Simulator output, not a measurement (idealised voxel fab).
The process module presented herein is designated voxel transistor to metal.
Each square cell in cross-section cut measures 5 nm, and the section as a whole is 205 nm wide.
When this document writes out a cross-section, it uses a grid of square cells and lists it as bands, beginning at the top and moving down, with a band standing for one or more rows of cells.
Per band: top height and bottom height in nm, followed by the left-to-right materials and their widths in nm; "all across" marks a single material spanning edge to edge, "blank" marks empty space.
Counting heights begins at 0, where everything beneath is, in the wafer as received, one material. The lowest band has no bottom; it goes on downwards, as "0..down" shows.
Quick explanation for "30..40": the width changes in equal steps down the rows of cells, from the first number in the band's top row to the second number in its bottom row.
No cell of the cross-section changed in a step that is given as "nothing changed".
If an empty space has no open way to the top and is at least 8 cells in size, "Trapped voids" lists it, written width x height at distance, where distance is measured from the left edge and every value is in nm.
after a step's settings: what the simulator itself notes on the step
If you see "overlay nm" on a step's line and that step has a mask, it's telling you how far right of where it was planned the mask ended up; a negative number means it went left instead.

Process steps foreseen in the plan:
| 1 | RECEIVE: material Si |
| 2 | CONFORMAL_DEP: material SiO2, thk nm 5 |
| 3 | CONFORMAL_DEP: material SiN, thk nm 10 |
| 4 | DIRECTIONAL_DEP: material aC, thk nm 10 |
| 5 | PATTERN: tone cover, mask id ACTIVE, material resist, width nm 120, thk nm 30, overlay nm 0 |
| 6 | DIRECTIONAL_ETCH: etch materials aC, depth nm 10 |
| 7 | STRIP: etch materials resist |
| 8 | DIRECTIONAL_ETCH: etch materials SiN, depth nm 10 |
| 9 | DIRECTIONAL_ETCH: etch materials SiO2, depth nm 5 |
| 10 | DIRECTIONAL_ETCH: etch materials Si, depth nm 30 |
| 11 | STRIP: etch materials aC |
| 12 | FILL_DEP: material SiO2, thk nm 10 |
| 13 | CMP: height nm 15 |
| 14 | SELECTIVE_ETCH: etch materials SiO2, depth nm 5 |
| 15 | STRIP: etch materials SiN |
| 16 | SELECTIVE_ETCH: etch materials SiO2, depth nm 5 |
| 17 | OXIDIZE: depth nm 5 |
| 18 | DIRECTIONAL_DEP: material polySi, thk nm 30 |
| 19 | DIRECTIONAL_DEP: material SiCN, thk nm 15 |
| 20 | MASKED_ETCH: tone cover, mask id GATE, width nm 20, etch materials SiCN, depth nm 25, overlay nm 0 |
| 21 | MASKED_ETCH: tone cover, mask id GATE, width nm 20, etch materials polySi, depth nm 40, overlay nm 0 |
| 22 | CONFORMAL_DEP: material SiN, thk nm 5 |
| 23 | DIRECTIONAL_ETCH: etch materials SiN, depth nm 5 |
| 24 | DIRECTIONAL_ETCH: etch materials SiO2, depth nm 5 |
| 25 | DIRECTIONAL_ETCH: etch materials Si, depth nm 5 |
| 26 | EPI: material SiGe, thk nm 10 |
| 27 | FILL_DEP: material SiO2, thk nm 5 |
| 28 | CMP: height nm 45 |
| 29 | DIRECTIONAL_DEP: material SiO2, thk nm 10 |
| 30 | PATTERN: tone open, mask id CONTACT, material resist, width nm 20, pitch nm 80, thk nm 20, overlay nm 0 |
| 31 | DIRECTIONAL_ETCH: etch materials SiO2, depth nm 55 |
| 32 | STRIP: etch materials resist |
| 33 | CONFORMAL_DEP: material TiN, thk nm 5 |
| 34 | FILL_DEP: material W, thk nm 10 |
| 35 | CMP: height nm 55 |
| 36 | DIRECTIONAL_DEP: material TiN, thk nm 5 |
| 37 | DIRECTIONAL_DEP: material W, thk nm 15 |
| 38 | DIRECTIONAL_DEP: material aC, thk nm 10 |
| 39 | PATTERN: tone cover, mask id METAL_1, material resist, width nm 20, pitch nm 80, thk nm 30, overlay nm 0 |
| 40 | DIRECTIONAL_ETCH: etch materials aC, depth nm 10 |
| 41 | STRIP: etch materials resist |
| 42 | DIRECTIONAL_ETCH: etch materials W, depth nm 15 |
| 43 | DIRECTIONAL_ETCH: etch materials TiN, depth nm 5 |
| 44 | STRIP: etch materials aC |
| 45 | CONFORMAL_DEP: material SiN, thk nm 5 |
| 46 | FILL_DEP: material SiO2, thk nm 10 |
| 47 | CMP: height nm 75 |
| 48 | CONFORMAL_DEP: material SiCN, thk nm 5 |
| 49 | DIRECTIONAL_DEP: material SiO2, thk nm 30 |
| 50 | MASKED_ETCH: tone open, mask id METAL_2_HOLES, width nm 15, pitch nm 80, etch materials SiO2, depth nm 30, overlay nm 0 |
| 51 | PATTERN: tone open, mask id METAL_2, material resist, width nm 20, pitch nm 80, thk nm 15, overlay nm 0 |
| 52 | DIRECTIONAL_ETCH: etch materials SiO2, depth nm 20 |
| 53 | DIRECTIONAL_ETCH: etch materials SiCN, depth nm 5 |
| 54 | STRIP: etch materials resist |
| 55 | CONFORMAL_DEP: material TiN, thk nm 5 |
| 56 | FILL_DEP: material Cu, thk nm 5 |
| 57 | CMP: height nm 110 |
| 58 | CONFORMAL_DEP: material SiCN, thk nm 5 |

Run as planned: first of two wafers:

As-received wafer cross-section (after step 1):
- 0..down  Si all across
- Trapped voids: none

The wafer, seen in cross-section, after step 2:
- 5..0  SiO2 all across
- Anything lower than 0 is untouched.

The wafer, seen in cross-section, after step 3:
- 15..5  SiN all across
- Anything lower than 5 is untouched.

The wafer, seen in cross-section, after step 4:
- 25..15  aC all across
- Anything lower than 15 is untouched.

The wafer, seen in cross-section, after step 5:
- 55..25  blank=40; resist=120; blank=45
- Anything lower than 25 is untouched.

The wafer, seen in cross-section, after step 6:
- 45..25  blank=40; resist=120; blank=45
- 25..15  blank=40; aC=120; blank=45
- Anything lower than 15 is untouched.

The wafer, seen in cross-section, after step 7:
- 25..15  blank=40; aC=120; blank=45
- Anything lower than 15 is untouched.

The wafer, seen in cross-section, after step 8:
- 25..15  blank=40; aC=120; blank=45
- 15..5  blank=40; SiN=120; blank=45
- Anything lower than 5 is untouched.

The wafer, seen in cross-section, after step 9:
- 25..15  blank=40; aC=120; blank=45
- 15..5  blank=40; SiN=120; blank=45
- 5..0  blank=40; SiO2=120; blank=45
- Anything lower than 0 is untouched.

The wafer, seen in cross-section, after step 10:
- 25..15  blank=40; aC=120; blank=45
- 15..5  blank=40; SiN=120; blank=45
- 5..0  blank=40; SiO2=120; blank=45
- 0..-30  blank=40; Si=120; blank=45
- Anything lower than -30 is untouched.

The wafer, seen in cross-section, after step 11:
- 15..5  blank=40; SiN=120; blank=45
- Anything lower than 5 is untouched.

The wafer, seen in cross-section, after step 12:
- 25..15  SiO2 all across
- 15..5  SiO2=40; SiN=120; SiO2=45
- 5..0  SiO2 all across
- 0..-30  SiO2=40; Si=120; SiO2=45
- Anything lower than -30 is untouched.

The wafer, seen in cross-section, after step 13:
- 15..5  SiO2=40; SiN=120; SiO2=45
- Anything lower than 5 is untouched.

The wafer, seen in cross-section, after step 14:
- 15..10  blank=40; SiN=120; blank=45
- Anything lower than 10 is untouched.

The wafer, seen in cross-section, after step 15:
- 10..5  SiO2=40; blank=120; SiO2=45
- Anything lower than 5 is untouched.

The wafer, seen in cross-section, after step 16:
- 5..0  SiO2=35; blank=130; SiO2=40
- Anything lower than 0 is untouched.

The wafer, seen in cross-section, after step 17:
- 5..0  SiO2=35; blank=130; SiO2=40
- 0..-5  SiO2 all across
- Anything lower than -5 is untouched.

The wafer, seen in cross-section, after step 18:
- 35..30  polySi=35; blank=130; polySi=40
- 30..5  polySi all across
- 5..0  SiO2=35; polySi=130; SiO2=40
- Anything lower than 0 is untouched.

The wafer, seen in cross-section, after step 19:
- 50..45  SiCN=35; blank=130; SiCN=40
- 45..35  SiCN all across
- 35..30  polySi=35; SiCN=130; polySi=40
- Anything lower than 30 is untouched.

The wafer, seen in cross-section, after step 20:
- 45..35  blank=90; SiCN=20; blank=95
- 35..30  polySi=35; blank=55; SiCN=20; blank=55; polySi=40
- Anything lower than 30 is untouched.

The wafer, seen in cross-section, after step 21:
- 45..30  blank=90; SiCN=20; blank=95
- 30..5  blank=90; polySi=20; blank=95
- 5..0  SiO2=35; blank=55; polySi=20; blank=55; SiO2=40
- Anything lower than 0 is untouched.

The wafer, seen in cross-section, after step 22:
- 50..45  blank=85; SiN=30; blank=90
- 45..30  blank=85; SiN=5; SiCN=20; SiN=5; blank=90
- 30..10  blank=85; SiN=5; polySi=20; SiN=5; blank=90
- 10..5  SiN=40; blank=45; SiN=5; polySi=20; SiN=5; blank=45; SiN=45
- 5..0  SiO2=35; SiN=55; polySi=20; SiN=55; SiO2=40
- Anything lower than 0 is untouched.

The wafer, seen in cross-section, after step 23:
- 45..30  blank=85; SiN=5; SiCN=20; SiN=5; blank=90
- 30..5  blank=85; SiN=5; polySi=20; SiN=5; blank=90
- 5..0  SiO2=35; SiN=5; blank=45; SiN=5; polySi=20; SiN=5; blank=45; SiN=5; SiO2=40
- Anything lower than 0 is untouched.

The wafer, seen in cross-section, after step 24:
- 45..30  blank=85; SiN=5; SiCN=20; SiN=5; blank=90
- 30..5  blank=85; SiN=5; polySi=20; SiN=5; blank=90
- 5..0  blank=35; SiN=5; blank=45; SiN=5; polySi=20; SiN=5; blank=45; SiN=5; blank=40
- 0..-5  SiO2=40; blank=45; SiO2=30; blank=45; SiO2=45
- Anything lower than -5 is untouched.

The wafer, seen in cross-section, after step 25:
- 45..30  blank=85; SiN=5; SiCN=20; SiN=5; blank=90
- 30..5  blank=85; SiN=5; polySi=20; SiN=5; blank=90
- 5..0  blank=35; SiN=5; blank=45; SiN=5; polySi=20; SiN=5; blank=45; SiN=5; blank=40
- 0..-5  SiO2=40; blank=45; SiO2=30; blank=45; SiO2=45
- -5..-10  SiO2=40; blank=45; Si=30; blank=45; SiO2=45
- Anything lower than -10 is untouched.

The wafer, seen in cross-section, after step 26:
- 45..30  blank=85; SiN=5; SiCN=20; SiN=5; blank=90
- 30..5  blank=85; SiN=5; polySi=20; SiN=5; blank=90
- 5..0  blank=35; SiN=5; blank=35; SiGe=10; SiN=5; polySi=20; SiN=5; SiGe=10; blank=35; SiN=5; blank=40
- 0..-5  SiO2=40; SiGe=45; SiO2=30; SiGe=45; SiO2=45
- -5..-10  SiO2=40; SiGe=45; Si=30; SiGe=45; SiO2=45
- Anything lower than -10 is untouched.

The wafer, seen in cross-section, after step 27:
- 50..45  SiO2 all across
- 45..30  SiO2=85; SiN=5; SiCN=20; SiN=5; SiO2=90
- 30..5  SiO2=85; SiN=5; polySi=20; SiN=5; SiO2=90
- 5..0  SiO2=35; SiN=5; SiO2=35; SiGe=10; SiN=5; polySi=20; SiN=5; SiGe=10; SiO2=35; SiN=5; SiO2=40
- Anything lower than 0 is untouched.

The wafer, seen in cross-section, after step 28:
- 45..30  SiO2=85; SiN=5; SiCN=20; SiN=5; SiO2=90
- Anything lower than 30 is untouched.

The wafer, seen in cross-section, after step 29:
- 55..45  SiO2 all across
- Anything lower than 45 is untouched.

The wafer, seen in cross-section, after step 30:
- 75..55  resist=50; blank=20; resist=60; blank=20; resist=55
- Anything lower than 55 is untouched.

The wafer, seen in cross-section, after step 31:
- 75..55  resist=50; blank=20; resist=60; blank=20; resist=55
- 55..45  SiO2=50; blank=20; SiO2=60; blank=20; SiO2=55
- 45..30  SiO2=50; blank=20; SiO2=15; SiN=5; SiCN=20; SiN=5; SiO2=15; blank=20; SiO2=55
- 30..5  SiO2=50; blank=20; SiO2=15; SiN=5; polySi=20; SiN=5; SiO2=15; blank=20; SiO2=55
- 5..0  SiO2=35; SiN=5; SiO2=10; blank=20; SiO2=5; SiGe=10; SiN=5; polySi=20; SiN=5; SiGe=10; SiO2=5; blank=20; SiO2=10; SiN=5; SiO2=40
- Anything lower than 0 is untouched.

The wafer, seen in cross-section, after step 32:
- 55..45  SiO2=50; blank=20; SiO2=60; blank=20; SiO2=55
- Anything lower than 45 is untouched.

The wafer, seen in cross-section, after step 33:
- 60..55  TiN=55; blank=10; TiN=70; blank=10; TiN=60
- 55..45  SiO2=50; TiN=5; blank=10; TiN=5; SiO2=60; TiN=5; blank=10; TiN=5; SiO2=55
- 45..30  SiO2=50; TiN=5; blank=10; TiN=5; SiO2=15; SiN=5; SiCN=20; SiN=5; SiO2=15; TiN=5; blank=10; TiN=5; SiO2=55
- 30..5  SiO2=50; TiN=5; blank=10; TiN=5; SiO2=15; SiN=5; polySi=20; SiN=5; SiO2=15; TiN=5; blank=10; TiN=5; SiO2=55
- 5..0  SiO2=35; SiN=5; SiO2=10; TiN=20; SiO2=5; SiGe=10; SiN=5; polySi=20; SiN=5; SiGe=10; SiO2=5; TiN=20; SiO2=10; SiN=5; SiO2=40
- Anything lower than 0 is untouched.

The wafer, seen in cross-section, after step 34:
- 70..60  W all across
- 60..55  TiN=55; W=10; TiN=70; W=10; TiN=60
- 55..45  SiO2=50; TiN=5; W=10; TiN=5; SiO2=60; TiN=5; W=10; TiN=5; SiO2=55
- 45..30  SiO2=50; TiN=5; W=10; TiN=5; SiO2=15; SiN=5; SiCN=20; SiN=5; SiO2=15; TiN=5; W=10; TiN=5; SiO2=55
- 30..5  SiO2=50; TiN=5; W=10; TiN=5; SiO2=15; SiN=5; polySi=20; SiN=5; SiO2=15; TiN=5; W=10; TiN=5; SiO2=55
- Anything lower than 5 is untouched.

The wafer, seen in cross-section, after step 35:
- 55..45  SiO2=50; TiN=5; W=10; TiN=5; SiO2=60; TiN=5; W=10; TiN=5; SiO2=55
- Anything lower than 45 is untouched.

The wafer, seen in cross-section, after step 36:
- 60..55  TiN all across
- Anything lower than 55 is untouched.

The wafer, seen in cross-section, after step 37:
- 75..60  W all across
- Anything lower than 60 is untouched.

The wafer, seen in cross-section, after step 38:
- 85..75  aC all across
- Anything lower than 75 is untouched.

The wafer, seen in cross-section, after step 39:
- 115..85  blank=50; resist=20; blank=60; resist=20; blank=55
- Anything lower than 85 is untouched.

The wafer, seen in cross-section, after step 40:
- 105..85  blank=50; resist=20; blank=60; resist=20; blank=55
- 85..75  blank=50; aC=20; blank=60; aC=20; blank=55
- Anything lower than 75 is untouched.

The wafer, seen in cross-section, after step 41:
- 85..75  blank=50; aC=20; blank=60; aC=20; blank=55
- Anything lower than 75 is untouched.

The wafer, seen in cross-section, after step 42:
- 85..75  blank=50; aC=20; blank=60; aC=20; blank=55
- 75..60  blank=50; W=20; blank=60; W=20; blank=55
- Anything lower than 60 is untouched.

The wafer, seen in cross-section, after step 43:
- 85..75  blank=50; aC=20; blank=60; aC=20; blank=55
- 75..60  blank=50; W=20; blank=60; W=20; blank=55
- 60..55  blank=50; TiN=20; blank=60; TiN=20; blank=55
- Anything lower than 55 is untouched.

The wafer, seen in cross-section, after step 44:
- 75..60  blank=50; W=20; blank=60; W=20; blank=55
- Anything lower than 60 is untouched.

The wafer, seen in cross-section, after step 45:
- 80..75  blank=45; SiN=30; blank=50; SiN=30; blank=50
- 75..60  blank=45; SiN=5; W=20; SiN=5; blank=50; SiN=5; W=20; SiN=5; blank=50
- 60..55  SiN=50; TiN=20; SiN=60; TiN=20; SiN=55
- Anything lower than 55 is untouched.

The wafer, seen in cross-section, after step 46:
- 90..80  SiO2 all across
- 80..75  SiO2=45; SiN=30; SiO2=50; SiN=30; SiO2=50
- 75..60  SiO2=45; SiN=5; W=20; SiN=5; SiO2=50; SiN=5; W=20; SiN=5; SiO2=50
- Anything lower than 60 is untouched.

The wafer, seen in cross-section, after step 47:
- 75..60  SiO2=45; SiN=5; W=20; SiN=5; SiO2=50; SiN=5; W=20; SiN=5; SiO2=50
- Anything lower than 60 is untouched.

The wafer, seen in cross-section, after step 48:
- 80..75  SiCN all across
- Anything lower than 75 is untouched.

The wafer, seen in cross-section, after step 49:
- 110..80  SiO2 all across
- Anything lower than 80 is untouched.

The wafer, seen in cross-section, after step 50:
- 110..80  SiO2=50; blank=15; SiO2=65; blank=15; SiO2=60
- Anything lower than 80 is untouched.

The wafer, seen in cross-section, after step 51:
- 125..110  resist=50; blank=20; resist=60; blank=20; resist=55
- Anything lower than 110 is untouched.

The wafer, seen in cross-section, after step 52:
- 125..110  resist=50; blank=20; resist=60; blank=20; resist=55
- 110..90  SiO2=50; blank=20; SiO2=60; blank=20; SiO2=55
- Anything lower than 90 is untouched.

The wafer, seen in cross-section, after step 53:
- 125..110  resist=50; blank=20; resist=60; blank=20; resist=55
- 110..90  SiO2=50; blank=20; SiO2=60; blank=20; SiO2=55
- 90..80  SiO2=50; blank=15; SiO2=65; blank=15; SiO2=60
- 80..75  SiCN=50; blank=15; SiCN=65; blank=15; SiCN=60
- Anything lower than 75 is untouched.

The wafer, seen in cross-section, after step 54:
- 110..90  SiO2=50; blank=20; SiO2=60; blank=20; SiO2=55
- Anything lower than 90 is untouched.

The wafer, seen in cross-section, after step 55:
- 115..110  TiN=55; blank=10; TiN=70; blank=10; TiN=60
- 110..95  SiO2=50; TiN=5; blank=10; TiN=5; SiO2=60; TiN=5; blank=10; TiN=5; SiO2=55
- 95..90  SiO2=50; TiN=5; blank=5; TiN=10; SiO2=60; TiN=5; blank=5; TiN=10; SiO2=55
- 90..80  SiO2=50; TiN=5; blank=5; TiN=5; SiO2=65; TiN=5; blank=5; TiN=5; SiO2=60
- 80..75  SiCN=50; TiN=15; SiCN=65; TiN=15; SiCN=60
- Anything lower than 75 is untouched.

The wafer, seen in cross-section, after step 56:
- 120..115  Cu all across
- 115..110  TiN=55; Cu=10; TiN=70; Cu=10; TiN=60
- 110..95  SiO2=50; TiN=5; Cu=10; TiN=5; SiO2=60; TiN=5; Cu=10; TiN=5; SiO2=55
- 95..90  SiO2=50; TiN=5; Cu=5; TiN=10; SiO2=60; TiN=5; Cu=5; TiN=10; SiO2=55
- 90..80  SiO2=50; TiN=5; Cu=5; TiN=5; SiO2=65; TiN=5; Cu=5; TiN=5; SiO2=60
- Anything lower than 80 is untouched.

The wafer, seen in cross-section, after step 57:
- 110..95  SiO2=50; TiN=5; Cu=10; TiN=5; SiO2=60; TiN=5; Cu=10; TiN=5; SiO2=55
- Anything lower than 95 is untouched.

The wafer, seen in cross-section, after step 58:
- 115..110  SiCN all across
- Anything lower than 110 is untouched.

Second wafer: same start and same plan as the first, one execution error; identical to the first through step 46:

Second wafer profile in section, at the moment step 47 of the plan was meant to be complete: nothing changed

Second wafer profile in section, at the moment step 48 of the plan was meant to be complete:
- 95..90  SiCN all across
- Anything lower than 90 is untouched.

Second wafer profile in section, at the moment step 49 of the plan was meant to be complete:
- 125..95  SiO2 all across
- Anything lower than 95 is untouched.

Second wafer profile in section, at the moment step 50 of the plan was meant to be complete:
- 125..95  SiO2=50; blank=15; SiO2=65; blank=15; SiO2=60
- Anything lower than 95 is untouched.

Second wafer profile in section, at the moment step 51 of the plan was meant to be complete:
- 140..125  resist=50; blank=20; resist=60; blank=20; resist=55
- Anything lower than 125 is untouched.

Second wafer profile in section, at the moment step 52 of the plan was meant to be complete:
- 140..125  resist=50; blank=20; resist=60; blank=20; resist=55
- 125..105  SiO2=50; blank=20; SiO2=60; blank=20; SiO2=55
- Anything lower than 105 is untouched.

Second wafer profile in section, at the moment step 53 of the plan was meant to be complete:
- 140..125  resist=50; blank=20; resist=60; blank=20; resist=55
- 125..105  SiO2=50; blank=20; SiO2=60; blank=20; SiO2=55
- 105..95  SiO2=50; blank=15; SiO2=65; blank=15; SiO2=60
- 95..90  SiCN=50; blank=15; SiCN=65; blank=15; SiCN=60
- Anything lower than 90 is untouched.

Second wafer profile in section, at the moment step 54 of the plan was meant to be complete:
- 125..105  SiO2=50; blank=20; SiO2=60; blank=20; SiO2=55
- Anything lower than 105 is untouched.

Second wafer profile in section, at the moment step 55 of the plan was meant to be complete:
- 130..125  TiN=55; blank=10; TiN=70; blank=10; TiN=60
- 125..110  SiO2=50; TiN=5; blank=10; TiN=5; SiO2=60; TiN=5; blank=10; TiN=5; SiO2=55
- 110..105  SiO2=50; TiN=5; blank=5; TiN=10; SiO2=60; TiN=5; blank=5; TiN=10; SiO2=55
- 105..95  SiO2=50; TiN=5; blank=5; TiN=5; SiO2=65; TiN=5; blank=5; TiN=5; SiO2=60
- 95..90  SiCN=50; TiN=15; SiCN=65; TiN=15; SiCN=60
- Anything lower than 90 is untouched.

Second wafer profile in section, at the moment step 56 of the plan was meant to be complete:
- 135..130  Cu all across
- 130..125  TiN=55; Cu=10; TiN=70; Cu=10; TiN=60
- 125..110  SiO2=50; TiN=5; Cu=10; TiN=5; SiO2=60; TiN=5; Cu=10; TiN=5; SiO2=55
- 110..105  SiO2=50; TiN=5; Cu=5; TiN=10; SiO2=60; TiN=5; Cu=5; TiN=10; SiO2=55
- 105..95  SiO2=50; TiN=5; Cu=5; TiN=5; SiO2=65; TiN=5; Cu=5; TiN=5; SiO2=60
- Anything lower than 95 is untouched.

Second wafer profile in section, at the moment step 57 of the plan was meant to be complete:
- 110..105  SiO2=50; TiN=5; Cu=5; TiN=10; SiO2=60; TiN=5; Cu=5; TiN=10; SiO2=55
- Anything lower than 105 is untouched.

Second wafer profile in section, at the moment step 58 of the plan was meant to be complete:
- 115..110  SiCN all across
- Anything lower than 110 is untouched.
Nonconformance to the process plan: the plan's step 47 was left out and never carried out
The closing comparison, in cells, has the second wafer with more or fewer of some materials than the first: Cu: 12 fewer | SiN: 12 more | SiO2: 12 more | TiN: 12 fewer
